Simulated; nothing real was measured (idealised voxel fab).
Process module under the name voxel self aligned contacts
In the cross-section labelled cut, the width is 145 nm and each square cell is 5 nm.
Cross-section spec: square-cell grid; bands listed top down; each band is one or more rows. What a band's entry tells you: where the top is and where the bottom is, as heights in nm, and after that what lies inside, material by material from left to right, each with its width in nm. Empty space is written as the word "air", and a single material marked with the word "everywhere" occupies the band from edge to edge. Height datum 0, below which the as-received substrate wafer is one material. Lowest band open at the bottom, running downward: "top 0, no bottom". The expression "30..40" gives the width at the extremes of the band, the first number at its top row of cells and the second at its bottom row, with the width changing by equal amounts from each row to the next in between. Basically "no alteration" means that step didn't change any cell in the cross-section. If an empty space has no open way to the top and is at least 8 cells in size, "Non-vented voids" lists it, written width x height at distance, where distance is measured from the left edge and every value is in nm. Whatever follows a step's settings on its line is a remark the simulator itself makes about that step. overlay nm: mask offset rightward from planned place, masked step; negative means leftward offset.

-- List of planned process steps
| 1 | RECEIVE with material Si |
| 2 | OXIDIZE with depth nm 5 |
| 3 | DIRECTIONAL_DEP with material polySi, thk nm 30 |
| 4 | DIRECTIONAL_DEP with material SiN, thk nm 20 |
| 5 | PATTERN with tone cover, mask id GATE, material resist, width nm 30, pitch nm 75, thk nm 15, overlay nm 0 |
| 6 | DIRECTIONAL_ETCH with etch materials SiN, depth nm 20 |
| 7 | DIRECTIONAL_ETCH with etch materials polySi, depth nm 30 |
| 8 | STRIP with etch materials resist |
| 9 | CONFORMAL_DEP with material SiN, thk nm 10 |
| 10 | DIRECTIONAL_ETCH with etch materials SiN, depth nm 10 |
| 11 | FILL_DEP with material SiO2, thk nm 15 |
| 12 | CMP with height nm 55 |
| 13 | MASKED_ETCH with tone open, mask id CONTACT, width nm 55, etch materials SiO2, depth nm 60, overlay nm 0 |
| 14 | CONFORMAL_DEP with material TiN, thk nm 5 |
| 15 | FILL_DEP with material Ru, thk nm 10 |
| 16 | CMP with height nm 55 |
| 17 | CONFORMAL_DEP with material SiN, thk nm 5 |

-- The following pertains to the first of two wafers, which was processed as planned

-- This is the cross-section of the wafer as we received it, i.e. after step 1
> top 0, no bottom  Si everywhere
> Non-vented voids: none

-- The wafer in cross-section once step 2 is complete
> top 0, bottom -5  SiO2 everywhere
> Lower than -5, everything is as it was.

-- The wafer in cross-section once step 3 is complete
> top 30, bottom 0  polySi everywhere
> Lower than 0, everything is as it was.

-- The wafer in cross-section once step 4 is complete
> top 50, bottom 30  SiN everywhere
> Lower than 30, everything is as it was.

-- The wafer in cross-section once step 5 is complete
> top 65, bottom 50  air (20), resist (30), air (45), resist (30), air (20)
> Lower than 50, everything is as it was.

-- The wafer in cross-section once step 6 is complete
> top 65, bottom 50  air (20), resist (30), air (45), resist (30), air (20)
> top 50, bottom 30  air (20), SiN (30), air (45), SiN (30), air (20)
> Lower than 30, everything is as it was.

-- The wafer in cross-section once step 7 is complete
> top 65, bottom 50  air (20), resist (30), air (45), resist (30), air (20)
> top 50, bottom 30  air (20), SiN (30), air (45), SiN (30), air (20)
> top 30, bottom 0  air (20), polySi (30), air (45), polySi (30), air (20)
> Lower than 0, everything is as it was.

-- The wafer in cross-section once step 8 is complete
> top 50, bottom 30  air (20), SiN (30), air (45), SiN (30), air (20)
> Lower than 30, everything is as it was.

-- The wafer in cross-section once step 9 is complete
> top 60, bottom 30  air (10), SiN (50), air (25), SiN (50), air (10)
> top 30, bottom 10  air (10), SiN (10), polySi (30), SiN (10), air (25), SiN (10), polySi (30), SiN (10), air (10)
> top 10, bottom 0  SiN (20), polySi (30), SiN (45), polySi (30), SiN (20)
> Lower than 0, everything is as it was.

-- The wafer in cross-section once step 10 is complete
> top 50, bottom 30  air (10), SiN (50), air (25), SiN (50), air (10)
> top 30, bottom 0  air (10), SiN (10), polySi (30), SiN (10), air (25), SiN (10), polySi (30), SiN (10), air (10)
> Lower than 0, everything is as it was.

-- The wafer in cross-section once step 11 is complete
> top 65, bottom 50  SiO2 everywhere
> top 50, bottom 30  SiO2 (10), SiN (50), SiO2 (25), SiN (50), SiO2 (10)
> top 30, bottom 0  SiO2 (10), SiN (10), polySi (30), SiN (10), SiO2 (25), SiN (10), polySi (30), SiN (10), SiO2 (10)
> Lower than 0, everything is as it was.

-- The wafer in cross-section once step 12 is complete
> top 55, bottom 50  SiO2 everywhere
> Lower than 50, everything is as it was.

-- The wafer in cross-section once step 13 is complete
> top 55, bottom 50  SiO2 (45), air (55), SiO2 (45)
> top 50, bottom 30  SiO2 (10), SiN (50), air (25), SiN (50), SiO2 (10)
> top 30, bottom 0  SiO2 (10), SiN (10), polySi (30), SiN (10), air (25), SiN (10), polySi (30), SiN (10), SiO2 (10)
> top 0, bottom -5  SiO2 (60), air (25), SiO2 (60)
> Lower than -5, everything is as it was.

-- The wafer in cross-section once step 14 is complete
> top 60, bottom 55  TiN (50), air (45), TiN (50)
> top 55, bottom 50  SiO2 (45), TiN (20), air (15), TiN (20), SiO2 (45)
> top 50, bottom 30  SiO2 (10), SiN (50), TiN (5), air (15), TiN (5), SiN (50), SiO2 (10)
> top 30, bottom 0  SiO2 (10), SiN (10), polySi (30), SiN (10), TiN (5), air (15), TiN (5), SiN (10), polySi (30), SiN (10), SiO2 (10)
> top 0, bottom -5  SiO2 (60), TiN (25), SiO2 (60)
> Lower than -5, everything is as it was.

-- The wafer in cross-section once step 15 is complete
> top 70, bottom 60  Ru everywhere
> top 60, bottom 55  TiN (50), Ru (45), TiN (50)
> top 55, bottom 50  SiO2 (45), TiN (20), Ru (15), TiN (20), SiO2 (45)
> top 50, bottom 30  SiO2 (10), SiN (50), TiN (5), Ru (15), TiN (5), SiN (50), SiO2 (10)
> top 30, bottom 0  SiO2 (10), SiN (10), polySi (30), SiN (10), TiN (5), Ru (15), TiN (5), SiN (10), polySi (30), SiN (10), SiO2 (10)
> Lower than 0, everything is as it was.

-- The wafer in cross-section once step 16 is complete
> top 55, bottom 50  SiO2 (45), TiN (20), Ru (15), TiN (20), SiO2 (45)
> Lower than 50, everything is as it was.

-- The wafer in cross-section once step 17 is complete
> top 60, bottom 55  SiN everywhere
> Lower than 55, everything is as it was.

-- Wafer two. Identical start, identical plan. One mistake in execution. Identical history through step 8

-- Second wafer cross-section, taken as of the time the plan sets for step 9 to be done
> top 40, bottom 30  air (20), SiN (30), air (45), SiN (30), air (20)
> Lower than 30, everything is as it was.

-- Second wafer cross-section, taken as of the time the plan sets for step 10 to be done
> top 50, bottom 30  air (10), SiN (50), air (25), SiN (50), air (10)
> top 30, bottom 10  air (10), SiN (10), polySi (30), SiN (10), air (25), SiN (10), polySi (30), SiN (10), air (10)
> top 10, bottom 0  SiN (20), polySi (30), SiN (45), polySi (30), SiN (20)
> Lower than 0, everything is as it was.

-- Second wafer cross-section, taken as of the time the plan sets for step 11 to be done
> top 65, bottom 50  SiO2 everywhere
> top 50, bottom 30  SiO2 (10), SiN (50), SiO2 (25), SiN (50), SiO2 (10)
> top 30, bottom 10  SiO2 (10), SiN (10), polySi (30), SiN (10), SiO2 (25), SiN (10), polySi (30), SiN (10), SiO2 (10)
> Lower than 10, everything is as it was.

-- Second wafer cross-section, taken as of the time the plan sets for step 12 to be done
> top 55, bottom 50  SiO2 everywhere
> Lower than 50, everything is as it was.

-- Second wafer cross-section, taken as of the time the plan sets for step 13 to be done
> top 55, bottom 50  SiO2 (45), air (55), SiO2 (45)
> top 50, bottom 30  SiO2 (10), SiN (50), air (25), SiN (50), SiO2 (10)
> top 30, bottom 10  SiO2 (10), SiN (10), polySi (30), SiN (10), air (25), SiN (10), polySi (30), SiN (10), SiO2 (10)
> Lower than 10, everything is as it was.

-- Second wafer cross-section, taken as of the time the plan sets for step 14 to be done
> top 60, bottom 55  TiN (50), air (45), TiN (50)
> top 55, bottom 50  SiO2 (45), TiN (20), air (15), TiN (20), SiO2 (45)
> top 50, bottom 30  SiO2 (10), SiN (50), TiN (5), air (15), TiN (5), SiN (50), SiO2 (10)
> top 30, bottom 15  SiO2 (10), SiN (10), polySi (30), SiN (10), TiN (5), air (15), TiN (5), SiN (10), polySi (30), SiN (10), SiO2 (10)
> top 15, bottom 10  SiO2 (10), SiN (10), polySi (30), SiN (10), TiN (25), SiN (10), polySi (30), SiN (10), SiO2 (10)
> Lower than 10, everything is as it was.

-- Second wafer cross-section, taken as of the time the plan sets for step 15 to be done
> top 70, bottom 60  Ru everywhere
> top 60, bottom 55  TiN (50), Ru (45), TiN (50)
> top 55, bottom 50  SiO2 (45), TiN (20), Ru (15), TiN (20), SiO2 (45)
> top 50, bottom 30  SiO2 (10), SiN (50), TiN (5), Ru (15), TiN (5), SiN (50), SiO2 (10)
> top 30, bottom 15  SiO2 (10), SiN (10), polySi (30), SiN (10), TiN (5), Ru (15), TiN (5), SiN (10), polySi (30), SiN (10), SiO2 (10)
> Lower than 15, everything is as it was.

-- Second wafer cross-section, taken as of the time the plan sets for step 16 to be done
> top 55, bottom 50  SiO2 (45), TiN (20), Ru (15), TiN (20), SiO2 (45)
> Lower than 50, everything is as it was.

-- Second wafer cross-section, taken as of the time the plan sets for step 17 to be done
> top 60, bottom 55  SiN everywhere
> Lower than 55, everything is as it was.
So what did we get wrong on this run? steps 9 and 10 of the plan were run in the wrong order, each in the other's place
Materials where the second wafer ends with more or fewer cells than the first: Ru: 9 fewer; SiN: 18 more; SiO2: 3 fewer; TiN: 6 fewer
